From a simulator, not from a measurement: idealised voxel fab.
Module name: voxel wiring stack (process module)
The figure presents cross-section cut, which has a width of 250 nm and is divided into square cells with an edge length of 5 nm.
If you're reading a cross-section in this doc, picture square cells in a grid; it comes to you as bands, top ones listed first down to the bottom, and a band can be one or more rows of cells. Look at the band entry: it leads with the top's height and the bottom's height in nm. Then it lists the materials left to right, with a width in nm for each. The word "all across" on a single material says that material fills the band edge to edge. The word "air" is empty space. Basically, 0 is our baseline, since under it the wafer straight out of the box is all one material. The bottom band has no lower end and keeps on going down, so it looks like "0 and below". A two-number width, for instance "30->40", indicates that the width is equal to the first number in the top row of the band and to the second number in the bottom row, and that it changes by a constant amount per row of cells. The designation "no alterations made", where it is given for a processing step, indicates that no cell of the cross-section was altered in the course of that step. Enclosed voids (no open way to top), threshold 8 cells or more, entry "Closed internal voids", notation width x height at distance, distance from left edge, nm. Whatever follows a step's settings on its line is a remark the simulator itself makes about that step. The "overlay nm" setting may appear on a step's line; for a step that uses a mask, it gives how far to the right of its planned position the mask lay, and a negative value indicates the left.

SO HERE'S THE LINEUP OF PROCESS STEPS WE PLANNED
step 1: RECEIVE,material Si
step 2: CONFORMAL_DEP,material SiO2,thk nm 10
step 3: CONFORMAL_DEP,material SiN,thk nm 5
step 4: DIRECTIONAL_DEP,material lowk,thk nm 20
step 5: DIRECTIONAL_DEP,material aC,thk nm 15
step 6: PATTERN,tone open,mask id METAL_1,material resist,width nm 25,pitch nm 50,thk nm 30,overlay nm 0
step 7: DIRECTIONAL_ETCH,etch materials aC,depth nm 15
step 8: STRIP,etch materials resist
step 9: DIRECTIONAL_ETCH,etch materials lowk,depth nm 20
step 10: DIRECTIONAL_ETCH,etch materials SiN,depth nm 5
step 11: STRIP,etch materials aC
step 12: CONFORMAL_DEP,material TiN,thk nm 5
step 13: FILL_DEP,material Cu,thk nm 5
step 14: CMP,height nm 35
step 15: CONFORMAL_DEP,material SiCN,thk nm 5
step 16: DIRECTIONAL_DEP,material lowk,thk nm 25
step 17: DIRECTIONAL_DEP,material aC,thk nm 15
step 18: PATTERN,tone open,mask id METAL_2_HOLES,material resist,width nm 15,pitch nm 100,thk nm 35,overlay nm 0
step 19: DIRECTIONAL_ETCH,etch materials aC,depth nm 15
step 20: STRIP,etch materials resist
step 21: DIRECTIONAL_ETCH,etch materials lowk,depth nm 25
step 22: STRIP,etch materials aC
step 23: PATTERN,tone open,mask id METAL_2,material resist,width nm 25,pitch nm 50,thk nm 15,overlay nm 0
step 24: DIRECTIONAL_ETCH,etch materials lowk,depth nm 15
step 25: DIRECTIONAL_ETCH,etch materials SiCN,depth nm 5
step 26: STRIP,etch materials resist
step 27: CONFORMAL_DEP,material TiN,thk nm 5
step 28: FILL_DEP,material Ru,thk nm 5
step 29: CMP,height nm 65
step 30: CONFORMAL_DEP,material SiCN,thk nm 5
step 31: DIRECTIONAL_DEP,material lowk,thk nm 35
step 32: DIRECTIONAL_DEP,material aC,thk nm 15
step 33: PATTERN,tone open,mask id METAL_3,material resist,width nm 25,pitch nm 50,thk nm 30,overlay nm 0
step 34: DIRECTIONAL_ETCH,etch materials aC,depth nm 15
step 35: STRIP,etch materials resist
step 36: DIRECTIONAL_ETCH,etch materials lowk,depth nm 20
step 37: STRIP,etch materials aC
step 38: MASKED_ETCH,tone open,mask id METAL_3_HOLES,width nm 15,pitch nm 100,etch materials lowk,depth nm 15,overlay nm 0
step 39: MASKED_ETCH,tone open,mask id METAL_3_HOLES,width nm 15,pitch nm 100,etch materials SiCN,depth nm 5,overlay nm 0
step 40: CONFORMAL_DEP,material TiN,thk nm 5
step 41: FILL_DEP,material Cu,thk nm 10
step 42: CMP,height nm 105
step 43: CONFORMAL_DEP,material SiCN,thk nm 5
step 44: DIRECTIONAL_DEP,material SiO2,thk nm 35
step 45: PATTERN,tone open,mask id METAL_4,material resist,width nm 25,pitch nm 50,thk nm 20,overlay nm 0
step 46: DIRECTIONAL_ETCH,etch materials SiO2,depth nm 20
step 47: STRIP,etch materials resist
step 48: MASKED_ETCH,tone open,mask id METAL_4_HOLES,width nm 15,pitch nm 50,etch materials SiO2,depth nm 15,overlay nm 0
step 49: MASKED_ETCH,tone open,mask id METAL_4_HOLES,width nm 15,pitch nm 50,etch materials SiCN,depth nm 5,overlay nm 0
step 50: CONFORMAL_DEP,material TiN,thk nm 5
step 51: FILL_DEP,material Cu,thk nm 10
step 52: CMP,height nm 145
step 53: CONFORMAL_DEP,material SiCN,thk nm 5

INCOMING WAFER IN CROSS-SECTION (STATE: AFTER STEP 1)
- 0 and below | Si all across
- Closed internal voids: none

CROSS-SECTION, END OF MODULE. START: AS ABOVE. PLAN: AS ABOVE. EXECUTION: ONE MISTAKE
- 150 down to 145 | SiCN all across
- 145 down to 130 | SiO2 35  TiN 5  Cu 15  TiN 5  SiO2 25  TiN 5  Cu 15  TiN 5  SiO2 25  TiN 5  Cu 15  TiN 5  SiO2 25  TiN 5  Cu 15  TiN 5  SiO2 40
- 130 down to 125 | SiO2 35  TiN 5  Cu 5  TiN 15  SiO2 25  TiN 5  Cu 5  TiN 15  SiO2 25  TiN 5  Cu 5  TiN 15  SiO2 25  TiN 5  Cu 5  TiN 15  SiO2 40
- 125 down to 110 | SiO2 35  TiN 5  Cu 5  TiN 5  SiO2 35  TiN 5  Cu 5  TiN 5  SiO2 35  TiN 5  Cu 5  TiN 5  SiO2 35  TiN 5  Cu 5  TiN 5  SiO2 50
- 110 down to 105 | SiCN 35  TiN 15  SiCN 35  TiN 15  SiCN 35  TiN 15  SiCN 35  TiN 15  SiCN 50
- 105 down to 100 | SiCN 35  TiN 15  SiCN 85  TiN 15  SiCN 100
- 100 down to 65 | lowk all across
- 65 down to 55 | lowk 35  TiN 5  Ru 15  TiN 5  lowk 25  TiN 5  Ru 15  TiN 5  lowk 25  TiN 5  Ru 15  TiN 5  lowk 25  TiN 5  Ru 15  TiN 5  lowk 40
- 55 down to 50 | lowk 35  TiN 5  Ru 5  TiN 15  lowk 25  TiN 25  lowk 25  TiN 5  Ru 5  TiN 15  lowk 25  TiN 25  lowk 40
- 50 down to 40 | lowk 35  TiN 5  Ru 5  TiN 5  lowk 85  TiN 5  Ru 5  TiN 5  lowk 100
- 40 down to 35 | SiCN 35  TiN 15  SiCN 85  TiN 15  SiCN 100
- 35 down to 15 | lowk 35  TiN 5  Cu 15  TiN 5  lowk 25  TiN 5  Cu 15  TiN 5  lowk 25  TiN 5  Cu 15  TiN 5  lowk 25  TiN 5  Cu 15  TiN 5  lowk 40
- 15 down to 10 | SiN 35  TiN 25  SiN 25  TiN 25  SiN 25  TiN 25  SiN 25  TiN 25  SiN 40
- 10 down to 0 | SiO2 all across
- 0 and below | Si all across
- Closed internal voids: none
In executing the process, a mistake was made relative to the plan: deviation from plan: step 31 and step 30 executed in one another's positions
